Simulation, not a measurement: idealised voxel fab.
Module name: voxel spacer lines (process module)
In the cross-section labelled cut, the width is 220 nm and each square cell is 5 nm.
Cross-section layout: square cells on a grid; listed as bands, top to bottom; a band spans one or more cell rows. First you get the band's top height and its bottom height, in nm, and then the materials it's made of, left to right, with each width in nm. If you see a single material with "throughout", that one covers the band edge to edge. "empty" is empty space. Height 0 is the level under which the wafer as received is all one material. The lowest band goes on downwards, as in "z 0 and below". The width entry "30..40" should be interpreted row by row: the top row of cells in the band takes the first number, the bottom row takes the second number, and the change between adjacent rows is uniform throughout. Key: "no change occurred" - step with no changed cell in the cross-section. Reported under the label "Enclosed cavity list" are the empty spaces having no open way to the top and comprising 8 cells or more; the notation for each is width x height at distance, in which the distance is measured from the left edge and all three values are in nm. Whatever follows a step's settings on its line is a remark the simulator itself makes about that step. overlay nm: right-of-plan distance of the mask on a masked step; negative values mean left-of-plan.

-- The process steps that were planned are listed below
- 1: RECEIVE, material Si
- 2: CONFORMAL_DEP, material Al2O3, thk nm 5
- 3: DIRECTIONAL_DEP, material polySi, thk nm 10
- 4: DIRECTIONAL_DEP, material aC, thk nm 25
- 5: PATTERN, tone cover, mask id MANDREL, material resist, width nm 25, pitch nm 80, thk nm 35, overlay nm 0
- 6: DIRECTIONAL_ETCH, etch materials aC, depth nm 25
- 7: STRIP, etch materials resist
- 8: CONFORMAL_DEP, material SiN, thk nm 15
- 9: DIRECTIONAL_ETCH, etch materials SiN, depth nm 15
- 10: STRIP, etch materials aC
- 11: DIRECTIONAL_ETCH, etch materials polySi, depth nm 10
- 12: STRIP, etch materials SiN

-- First of two wafers, with the run carried out as planned

-- Incoming wafer in cross-section (state: after step 1)
> z 0 and below = Si throughout
> Enclosed cavity list: none

-- Step 2 complete: cross-section through the wafer
> z 5 to 0 = Al2O3 throughout
> Beneath the level 0, the cross-section is identical to its previous state.

-- Step 3 complete: cross-section through the wafer
> z 15 to 5 = polySi throughout
> Beneath the level 5, the cross-section is identical to its previous state.

-- Step 4 complete: cross-section through the wafer
> z 40 to 15 = aC throughout
> Beneath the level 15, the cross-section is identical to its previous state.

-- Step 5 complete: cross-section through the wafer
> z 75 to 40 = empty 15 nm / resist 25 nm / empty 55 nm / resist 25 nm / empty 55 nm / resist 25 nm / empty 20 nm
> Beneath the level 40, the cross-section is identical to its previous state.

-- Step 6 complete: cross-section through the wafer
> z 50 to 40 = empty 15 nm / resist 25 nm / empty 55 nm / resist 25 nm / empty 55 nm / resist 25 nm / empty 20 nm
> z 40 to 15 = empty 15 nm / aC 25 nm / empty 55 nm / aC 25 nm / empty 55 nm / aC 25 nm / empty 20 nm
> Beneath the level 15, the cross-section is identical to its previous state.

-- Step 7 complete: cross-section through the wafer
> z 40 to 15 = empty 15 nm / aC 25 nm / empty 55 nm / aC 25 nm / empty 55 nm / aC 25 nm / empty 20 nm
> Beneath the level 15, the cross-section is identical to its previous state.

-- Step 8 complete: cross-section through the wafer
> z 55 to 40 = SiN 55 nm / empty 25 nm / SiN 55 nm / empty 25 nm / SiN 55 nm / empty 5 nm
> z 40 to 30 = SiN 15 nm / aC 25 nm / SiN 15 nm / empty 25 nm / SiN 15 nm / aC 25 nm / SiN 15 nm / empty 25 nm / SiN 15 nm / aC 25 nm / SiN 15 nm / empty 5 nm
> z 30 to 15 = SiN 15 nm / aC 25 nm / SiN 55 nm / aC 25 nm / SiN 55 nm / aC 25 nm / SiN 20 nm
> Beneath the level 15, the cross-section is identical to its previous state.

-- Step 9 complete: cross-section through the wafer
> z 40 to 15 = SiN 15 nm / aC 25 nm / SiN 15 nm / empty 25 nm / SiN 15 nm / aC 25 nm / SiN 15 nm / empty 25 nm / SiN 15 nm / aC 25 nm / SiN 15 nm / empty 5 nm
> Beneath the level 15, the cross-section is identical to its previous state.

-- Step 10 complete: cross-section through the wafer
> z 40 to 15 = SiN 15 nm / empty 25 nm / SiN 15 nm / empty 25 nm / SiN 15 nm / empty 25 nm / SiN 15 nm / empty 25 nm / SiN 15 nm / empty 25 nm / SiN 15 nm / empty 5 nm
> Beneath the level 15, the cross-section is identical to its previous state.

-- Step 11 complete: cross-section through the wafer
> z 40 to 15 = SiN 15 nm / empty 25 nm / SiN 15 nm / empty 25 nm / SiN 15 nm / empty 25 nm / SiN 15 nm / empty 25 nm / SiN 15 nm / empty 25 nm / SiN 15 nm / empty 5 nm
> z 15 to 5 = polySi 15 nm / empty 25 nm / polySi 15 nm / empty 25 nm / polySi 15 nm / empty 25 nm / polySi 15 nm / empty 25 nm / polySi 15 nm / empty 25 nm / polySi 15 nm / empty 5 nm
> Beneath the level 5, the cross-section is identical to its previous state.

-- Step 12 complete: cross-section through the wafer
> z 15 to 5 = polySi 15 nm / empty 25 nm / polySi 15 nm / empty 25 nm / polySi 15 nm / empty 25 nm / polySi 15 nm / empty 25 nm / polySi 15 nm / empty 25 nm / polySi 15 nm / empty 5 nm
> Beneath the level 5, the cross-section is identical to its previous state.

-- Wafer two. Identical start, identical plan. One mistake in execution. Identical history through step 2

-- Second wafer cross-section, taken as of the time the plan sets for step 3 to be done
> z 30 to 5 = aC throughout
> Beneath the level 5, the cross-section is identical to its previous state.

-- Second wafer cross-section, taken as of the time the plan sets for step 4 to be done
> z 40 to 30 = polySi throughout
> Beneath the level 30, the cross-section is identical to its previous state.

-- Second wafer cross-section, taken as of the time the plan sets for step 5 to be done
> z 75 to 40 = empty 15 nm / resist 25 nm / empty 55 nm / resist 25 nm / empty 55 nm / resist 25 nm / empty 20 nm
> Beneath the level 40, the cross-section is identical to its previous state.

-- Second wafer cross-section, taken as of the time the plan sets for step 6 to be done
> z 50 to 40 = empty 15 nm / resist 25 nm / empty 55 nm / resist 25 nm / empty 55 nm / resist 25 nm / empty 20 nm
> Beneath the level 40, the cross-section is identical to its previous state.

-- Second wafer cross-section, taken as of the time the plan sets for step 7 to be done
> z 40 to 30 = polySi throughout
> Beneath the level 30, the cross-section is identical to its previous state.

-- Second wafer cross-section, taken as of the time the plan sets for step 8 to be done
> z 55 to 40 = SiN throughout
> Beneath the level 40, the cross-section is identical to its previous state.

-- Second wafer cross-section, taken as of the time the plan sets for step 9 to be done
> z 40 to 30 = polySi throughout
> Beneath the level 30, the cross-section is identical to its previous state.

Second wafer cross-section, taken as of the time the plan sets for step 10 to be done: no change occurred

-- Second wafer cross-section, taken as of the time the plan sets for step 11 to be done
> z 30 to 5 = aC throughout
> Beneath the level 5, the cross-section is identical to its previous state.

Second wafer cross-section, taken as of the time the plan sets for step 12 to be done: no change occurred
Error vs. plan: steps 3 and 4 swapped
Final difference in cells, second wafer against first, listed per material as more or fewer: +220 aC; -36 polySi
